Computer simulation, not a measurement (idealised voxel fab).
The following is a process module called voxel quadruple lines.
The width of the displayed cross-section, cut, is 170 nm; its cells are square, with a size of 5 nm.
Each cross-section below is a grid of square cells, stated as bands in top-down order, with one or more rows of cells making up each band. The band entry comprises the height of the band's top followed by the height of its bottom, expressed in nm, and subsequently the band's materials from left to right, each stated together with its width in nm. Where a single material is marked with the word "throughout", that material fills the band from edge to edge. The word "air" represents empty space. It should be noted that heights are counted from 0, beneath which the wafer as supplied is of one material throughout, and that the lowest band possesses no lower boundary but continues downward, as written in "0 -> down". You'd read "30->40" like this: the band's top row of cells is as wide as the first number, its bottom row is as wide as the second, and going down, every row changes width by the same amount as the row before did. Step note "nothing was modified" = no cross-section cell changed. Voids not open to the top, 8 cells minimum: see "Catalogued sealed voids". Written width x height at distance; distance is from the left edge; nm. Step line, after settings: the simulator's comment on this step. Each step line may optionally specify "overlay nm", which for a step with a mask gives the rightward distance between the mask's planned place and where it lay, a negative value indicating the leftward direction.
# Process steps (planned)
step 1: RECEIVE [material Si]
step 2: CONFORMAL_DEP [material Al2O3] [thk nm 5]
step 3: DIRECTIONAL_DEP [material W] [thk nm 10]
step 4: DIRECTIONAL_DEP [material polySi] [thk nm 15]
step 5: DIRECTIONAL_DEP [material aC] [thk nm 25]
step 6: PATTERN [tone cover] [mask id MANDREL] [material resist] [width nm 30] [thk nm 35] [overlay nm 0]
step 7: DIRECTIONAL_ETCH [etch materials aC] [depth nm 25]
step 8: STRIP [etch materials resist]
step 9: CONFORMAL_DEP [material SiO2] [thk nm 10]
step 10: DIRECTIONAL_ETCH [etch materials SiO2] [depth nm 10]
step 11: STRIP [etch materials aC]
step 12: DIRECTIONAL_ETCH [etch materials polySi] [depth nm 15]
step 13: STRIP [etch materials SiO2]
step 14: CONFORMAL_DEP [material SiCN] [thk nm 10]
step 15: DIRECTIONAL_ETCH [etch materials SiCN] [depth nm 10]
step 16: STRIP [etch materials polySi]
step 17: DIRECTIONAL_ETCH [etch materials W] [depth nm 10]
step 18: STRIP [etch materials SiCN]
step 19: FILL_DEP [material lowk] [thk nm 10]
step 20: CMP [height nm 15]
# First of two wafers, with the run carried out as planned
# Cross-section, incoming material, after step 1
  0 -> down: Si throughout
  Catalogued sealed voids: none
# Once step 2 is through, the wafer looks like this in cross-section
  5 -> 0: Al2O3 throughout
  Everything below 0 is unchanged.
# Once step 3 is through, the wafer looks like this in cross-section
  15 -> 5: W throughout
  Everything below 5 is unchanged.
# Once step 4 is through, the wafer looks like this in cross-section
  30 -> 15: polySi throughout
  Everything below 15 is unchanged.
# Once step 5 is through, the wafer looks like this in cross-section
  55 -> 30: aC throughout
  Everything below 30 is unchanged.
# Once step 6 is through, the wafer looks like this in cross-section
  90 -> 55: 70 of air; 30 of resist; 70 of air
  Everything below 55 is unchanged.
# Once step 7 is through, the wafer looks like this in cross-section
  65 -> 55: 70 of air; 30 of resist; 70 of air
  55 -> 30: 70 of air; 30 of aC; 70 of air
  Everything below 30 is unchanged.
# Once step 8 is through, the wafer looks like this in cross-section
  55 -> 30: 70 of air; 30 of aC; 70 of air
  Everything below 30 is unchanged.
# Once step 9 is through, the wafer looks like this in cross-section
  65 -> 55: 60 of air; 50 of SiO2; 60 of air
  55 -> 40: 60 of air; 10 of SiO2; 30 of aC; 10 of SiO2; 60 of air
  40 -> 30: 70 of SiO2; 30 of aC; 70 of SiO2
  Everything below 30 is unchanged.
# Once step 10 is through, the wafer looks like this in cross-section
  55 -> 30: 60 of air; 10 of SiO2; 30 of aC; 10 of SiO2; 60 of air
  Everything below 30 is unchanged.
# Once step 11 is through, the wafer looks like this in cross-section
  55 -> 30: 60 of air; 10 of SiO2; 30 of air; 10 of SiO2; 60 of air
  Everything below 30 is unchanged.
# Once step 12 is through, the wafer looks like this in cross-section
  55 -> 30: 60 of air; 10 of SiO2; 30 of air; 10 of SiO2; 60 of air
  30 -> 15: 60 of air; 10 of polySi; 30 of air; 10 of polySi; 60 of air
  Everything below 15 is unchanged.
# Once step 13 is through, the wafer looks like this in cross-section
  30 -> 15: 60 of air; 10 of polySi; 30 of air; 10 of polySi; 60 of air
  Everything below 15 is unchanged.
# Once step 14 is through, the wafer looks like this in cross-section
  40 -> 30: 50 of air; 30 of SiCN; 10 of air; 30 of SiCN; 50 of air
  30 -> 25: 50 of air; 10 of SiCN; 10 of polySi; 10 of SiCN; 10 of air; 10 of SiCN; 10 of polySi; 10 of SiCN; 50 of air
  25 -> 15: 60 of SiCN; 10 of polySi; 30 of SiCN; 10 of polySi; 60 of SiCN
  Everything below 15 is unchanged.
# Once step 15 is through, the wafer looks like this in cross-section
  30 -> 15: 50 of air; 10 of SiCN; 10 of polySi; 10 of SiCN; 10 of air; 10 of SiCN; 10 of polySi; 10 of SiCN; 50 of air
  Everything below 15 is unchanged.
# Once step 16 is through, the wafer looks like this in cross-section
  30 -> 15: 50 of air; 10 of SiCN; 10 of air; 10 of SiCN; 10 of air; 10 of SiCN; 10 of air; 10 of SiCN; 50 of air
  Everything below 15 is unchanged.
# Once step 17 is through, the wafer looks like this in cross-section
  30 -> 15: 50 of air; 10 of SiCN; 10 of air; 10 of SiCN; 10 of air; 10 of SiCN; 10 of air; 10 of SiCN; 50 of air
  15 -> 5: 50 of air; 10 of W; 10 of air; 10 of W; 10 of air; 10 of W; 10 of air; 10 of W; 50 of air
  Everything below 5 is unchanged.
# Once step 18 is through, the wafer looks like this in cross-section
  15 -> 5: 50 of air; 10 of W; 10 of air; 10 of W; 10 of air; 10 of W; 10 of air; 10 of W; 50 of air
  Everything below 5 is unchanged.
# Once step 19 is through, the wafer looks like this in cross-section
  25 -> 15: lowk throughout
  15 -> 5: 50 of lowk; 10 of W; 10 of lowk; 10 of W; 10 of lowk; 10 of W; 10 of lowk; 10 of W; 50 of lowk
  Everything below 5 is unchanged.
# Once step 20 is through, the wafer looks like this in cross-section
  15 -> 5: 50 of lowk; 10 of W; 10 of lowk; 10 of W; 10 of lowk; 10 of W; 10 of lowk; 10 of W; 50 of lowk
  Everything below 5 is unchanged.
# Second Wafer (Identical Start and Plan, One Processing Error; Matches First Wafer Through Step 5)
# Here is the second wafer in cross-section at the point where step 6 of the plan should have been done
  90 -> 55: 60 of air; 30 of resist; 80 of air
  Everything below 55 is unchanged.
# Here is the second wafer in cross-section at the point where step 7 of the plan should have been done
  65 -> 55: 60 of air; 30 of resist; 80 of air
  55 -> 30: 60 of air; 30 of aC; 80 of air
  Everything below 30 is unchanged.
# Here is the second wafer in cross-section at the point where step 8 of the plan should have been done
  55 -> 30: 60 of air; 30 of aC; 80 of air
  Everything below 30 is unchanged.
# Here is the second wafer in cross-section at the point where step 9 of the plan should have been done
  65 -> 55: 50 of air; 50 of SiO2; 70 of air
  55 -> 40: 50 of air; 10 of SiO2; 30 of aC; 10 of SiO2; 70 of air
  40 -> 30: 60 of SiO2; 30 of aC; 80 of SiO2
  Everything below 30 is unchanged.
# Here is the second wafer in cross-section at the point where step 10 of the plan should have been done
  55 -> 30: 50 of air; 10 of SiO2; 30 of aC; 10 of SiO2; 70 of air
  Everything below 30 is unchanged.
# Here is the second wafer in cross-section at the point where step 11 of the plan should have been done
  55 -> 30: 50 of air; 10 of SiO2; 30 of air; 10 of SiO2; 70 of air
  Everything below 30 is unchanged.
# Here is the second wafer in cross-section at the point where step 12 of the plan should have been done
  55 -> 30: 50 of air; 10 of SiO2; 30 of air; 10 of SiO2; 70 of air
  30 -> 15: 50 of air; 10 of polySi; 30 of air; 10 of polySi; 70 of air
  Everything below 15 is unchanged.
# Here is the second wafer in cross-section at the point where step 13 of the plan should have been done
  30 -> 15: 50 of air; 10 of polySi; 30 of air; 10 of polySi; 70 of air
  Everything below 15 is unchanged.
# Here is the second wafer in cross-section at the point where step 14 of the plan should have been done
  40 -> 30: 40 of air; 30 of SiCN; 10 of air; 30 of SiCN; 60 of air
  30 -> 25: 40 of air; 10 of SiCN; 10 of polySi; 10 of SiCN; 10 of air; 10 of SiCN; 10 of polySi; 10 of SiCN; 60 of air
  25 -> 15: 50 of SiCN; 10 of polySi; 30 of SiCN; 10 of polySi; 70 of SiCN
  Everything below 15 is unchanged.
# Here is the second wafer in cross-section at the point where step 15 of the plan should have been done
  30 -> 15: 40 of air; 10 of SiCN; 10 of polySi; 10 of SiCN; 10 of air; 10 of SiCN; 10 of polySi; 10 of SiCN; 60 of air
  Everything below 15 is unchanged.
# Here is the second wafer in cross-section at the point where step 16 of the plan should have been done
  30 -> 15: 40 of air; 10 of SiCN; 10 of air; 10 of SiCN; 10 of air; 10 of SiCN; 10 of air; 10 of SiCN; 60 of air
  Everything below 15 is unchanged.
# Here is the second wafer in cross-section at the point where step 17 of the plan should have been done
  30 -> 15: 40 of air; 10 of SiCN; 10 of air; 10 of SiCN; 10 of air; 10 of SiCN; 10 of air; 10 of SiCN; 60 of air
  15 -> 5: 40 of air; 10 of W; 10 of air; 10 of W; 10 of air; 10 of W; 10 of air; 10 of W; 60 of air
  Everything below 5 is unchanged.
# Here is the second wafer in cross-section at the point where step 18 of the plan should have been done
  15 -> 5: 40 of air; 10 of W; 10 of air; 10 of W; 10 of air; 10 of W; 10 of air; 10 of W; 60 of air
  Everything below 5 is unchanged.
# Here is the second wafer in cross-section at the point where step 19 of the plan should have been done
  25 -> 15: lowk throughout
  15 -> 5: 40 of lowk; 10 of W; 10 of lowk; 10 of W; 10 of lowk; 10 of W; 10 of lowk; 10 of W; 60 of lowk
  Everything below 5 is unchanged.
# Here is the second wafer in cross-section at the point where step 20 of the plan should have been done
  15 -> 5: 40 of lowk; 10 of W; 10 of lowk; 10 of W; 10 of lowk; 10 of W; 10 of lowk; 10 of W; 60 of lowk
  Everything below 5 is unchanged.
Which mistake was made when the wafer was run? off-plan run, step 6, actual operation and settings PATTERN [tone cover] [mask id MANDREL] [material resist] [width nm 30] [thk nm 35] [overlay nm -10]
The two final wafers agree on how many cells each material fills and disagree on which cells those are.
